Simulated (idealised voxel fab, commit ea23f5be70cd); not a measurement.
process module | voxel self aligned contacts
cross-section cut | 155 nm wide | cells 5 nm
A cross-section is a grid of square cells, given in bands from the top down. A band is one or more rows of cells.
Each band's line starts with the height of the band's top and of its bottom, in nm. Then come its materials from left to right, each with its width in nm. One material with "throughout" fills the band from edge to edge. "air" is empty space.
Height 0 is the level under which the wafer as received is all one material. The lowest band goes on downwards, as in "0 down".
A width such as "30 to 40" changes by the same amount from each row of cells to the next, from the band's top row to its bottom row.
"no change" after a step means that no cell of the cross-section changed.
closed voids: empty space of 8 cells or more with no open way to the top, each as width x height at its distance from the left edge, in nm
after a step's settings: what the simulator itself notes on the step
overlay nm, on a step with a mask: how far to the right of its planned place the mask lay; to the left if negative
plan
1 op RECEIVE | material Si
2 op OXIDIZE | depth nm 5
3 op DIRECTIONAL_DEP | material polySi | thk nm 20
4 op DIRECTIONAL_DEP | material SiN | thk nm 25
5 op MASKED_ETCH | tone cover | mask id GATE | width nm 35 | pitch nm 75 | etch materials SiN | depth nm 25 | overlay nm 0
6 op MASKED_ETCH | tone cover | mask id GATE | width nm 35 | pitch nm 75 | etch materials polySi | depth nm 20 | overlay nm 0
7 op CONFORMAL_DEP | material SiN | thk nm 10
8 op DIRECTIONAL_ETCH | etch materials SiN | depth nm 10
9 op FILL_DEP | material SiO2 | thk nm 15
10 op CMP | height nm 50
11 op DIRECTIONAL_DEP | material aC | thk nm 10
12 op PATTERN | tone open | mask id CONTACT | material resist | width nm 60 | thk nm 25 | overlay nm 0
13 op DIRECTIONAL_ETCH | etch materials aC | depth nm 10
14 op STRIP | etch materials resist
15 op DIRECTIONAL_ETCH | etch materials SiO2 | depth nm 55
16 op STRIP | etch materials aC
17 op CONFORMAL_DEP | material TiN | thk nm 5
18 op FILL_DEP | material W | thk nm 5
19 op CMP | height nm 50
20 op CONFORMAL_DEP | material SiCN | thk nm 5
as received, after step 1
  0 down: Si throughout
  closed voids: none
first wafer at the end, as planned
  55 to 50: SiCN throughout
  50 to 45: SiO2 45 | TiN 25 | W 10 | TiN 25 | SiO2 50
  45 to 20: SiO2 10 | SiN 55 | TiN 5 | W 10 | TiN 5 | SiN 55 | SiO2 15
  20 to 0: SiO2 10 | SiN 10 | polySi 35 | SiN 10 | TiN 5 | W 10 | TiN 5 | SiN 10 | polySi 35 | SiN 10 | SiO2 15
  0 to -5: SiO2 65 | TiN 20 | SiO2 70
  -5 down: Si throughout
  closed voids: none
second wafer at the end: like start, like plan, one mistake
  55 to 50: SiCN throughout
  50 to 45: SiO2 55 | TiN 15 | W 10 | TiN 35 | SiO2 40
  45 to 20: SiO2 10 | SiN 55 | TiN 5 | W 10 | TiN 5 | SiN 55 | SiO2 15
  20 to 0: SiO2 10 | SiN 10 | polySi 35 | SiN 10 | TiN 5 | W 10 | TiN 5 | SiN 10 | polySi 35 | SiN 10 | SiO2 15
  0 to -5: SiO2 65 | TiN 20 | SiO2 70
  -5 down: Si throughout
  closed voids: none
what went wrong: step 12 ran as: op PATTERN | tone open | mask id CONTACT | material resist | width nm 60 | thk nm 25 | overlay nm 10
at the end the second wafer has, in cells: as many of each material as the first, in other places
